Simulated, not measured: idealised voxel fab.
Presented below is a process module, voxel lift off.
Square cell edge 5 nm, section width 200 nm, ID cut.
Cross-section spec: square-cell grid; bands listed top down; each band is one or more rows.
Heights first: top, then bottom, in nm. Then materials, left to right, each with a width in nm. "full width" on a single material: fills the band edge to edge. "air": empty space.
Height 0 is the level under which the wafer as received is all one material. The lowest band goes on downwards, as in "0 nm and below".
A width given as "30 to 40" starts at the first number in the band's top row and ends at the second number in its bottom row, shifting by an equal amount at every step from row to row.
Where a step carries "nothing got changed", the cross-section came out of it unchanged, cell for cell.
Any empty space of 8 cells or more lacking an open way to the top shows up in "Closed void inventory" as width x height at distance, distance from the left edge, in nm.
Post-settings text on a step line: simulator's own remark regarding the step.
Regarding "overlay nm": on a step with a mask, it is the distance the mask lay to the right of its planned place; a negative value places it to the left.

THESE ARE THE STEPS WE PLANNED FOR THE PROCESS
| 1 | RECEIVE (material Si) |
| 2 | CONFORMAL_DEP (material SiN; thk nm 10) |
| 3 | PATTERN (tone open; mask id LINES; material resist; width nm 15; pitch nm 40; thk nm 30; overlay nm 0) |
| 4 | DIRECTIONAL_DEP (material Ru; thk nm 15) |
| 5 | STRIP (etch materials resist) |
| 6 | CONFORMAL_DEP (material SiO2; thk nm 10) |

FIRST OF TWO WAFERS, WITH THE RUN CARRIED OUT AS PLANNED

CROSS-SECTION OF THE WAFER AT RECEIPT, WHICH IS THE CONDITION AFTER STEP 1
0 nm and below  Si full width
Closed void inventory: none

AFTER STEP 2
10 nm to 0 nm  SiN full width
At heights below 0, the structure remains unaltered.

AFTER STEP 3
40 nm to 10 nm  70 of resist, 15 of air, 25 of resist, 15 of air, 75 of resist
At heights below 10, the structure remains unaltered.

AFTER STEP 4
55 nm to 40 nm  70 of Ru, 15 of air, 25 of Ru, 15 of air, 75 of Ru
40 nm to 25 nm  70 of resist, 15 of air, 25 of resist, 15 of air, 75 of resist
25 nm to 10 nm  70 of resist, 15 of Ru, 25 of resist, 15 of Ru, 75 of resist
At heights below 10, the structure remains unaltered.

AFTER STEP 5
25 nm to 10 nm  70 of air, 15 of Ru, 25 of air, 15 of Ru, 75 of air
At heights below 10, the structure remains unaltered.

AFTER STEP 6
35 nm to 25 nm  60 of air, 35 of SiO2, 5 of air, 35 of SiO2, 65 of air
25 nm to 20 nm  60 of air, 10 of SiO2, 15 of Ru, 10 of SiO2, 5 of air, 10 of SiO2, 15 of Ru, 10 of SiO2, 65 of air
20 nm to 10 nm  70 of SiO2, 15 of Ru, 25 of SiO2, 15 of Ru, 75 of SiO2
At heights below 10, the structure remains unaltered.

WAFER TWO: LIKE WAFER ONE IN START AND PLAN, BUT WITH ONE MISTAKE IN EXECUTION; IDENTICAL UP TO AND INCLUDING STEP 2

CROSS-SECTION OF THE SECOND WAFER AT THE TIME BY WHICH STEP 3 SHOULD HAVE BEEN COMPLETED ACCORDING TO THE PLAN
40 nm to 10 nm  70 of air, 15 of resist, 25 of air, 15 of resist, 75 of air
At heights below 10, the structure remains unaltered.

CROSS-SECTION OF THE SECOND WAFER AT THE TIME BY WHICH STEP 4 SHOULD HAVE BEEN COMPLETED ACCORDING TO THE PLAN
55 nm to 40 nm  70 of air, 15 of Ru, 25 of air, 15 of Ru, 75 of air
40 nm to 25 nm  70 of air, 15 of resist, 25 of air, 15 of resist, 75 of air
25 nm to 10 nm  70 of Ru, 15 of resist, 25 of Ru, 15 of resist, 75 of Ru
At heights below 10, the structure remains unaltered.

CROSS-SECTION OF THE SECOND WAFER AT THE TIME BY WHICH STEP 5 SHOULD HAVE BEEN COMPLETED ACCORDING TO THE PLAN
25 nm to 10 nm  70 of Ru, 15 of air, 25 of Ru, 15 of air, 75 of Ru
At heights below 10, the structure remains unaltered.

CROSS-SECTION OF THE SECOND WAFER AT THE TIME BY WHICH STEP 6 SHOULD HAVE BEEN COMPLETED ACCORDING TO THE PLAN
35 nm to 25 nm  SiO2 full width
25 nm to 10 nm  70 of Ru, 15 of SiO2, 25 of Ru, 15 of SiO2, 75 of Ru
At heights below 10, the structure remains unaltered.
Heads up, the wafer didn't run the way we planned it: step 3 deviated from plan and actually ran as PATTERN (tone cover; mask id LINES; material resist; width nm 15; pitch nm 40; thk nm 30; overlay nm 0)
Final wafer comparison in cells, second versus first, more or fewer per material: Ru: 84 more; SiO2: 6 fewer
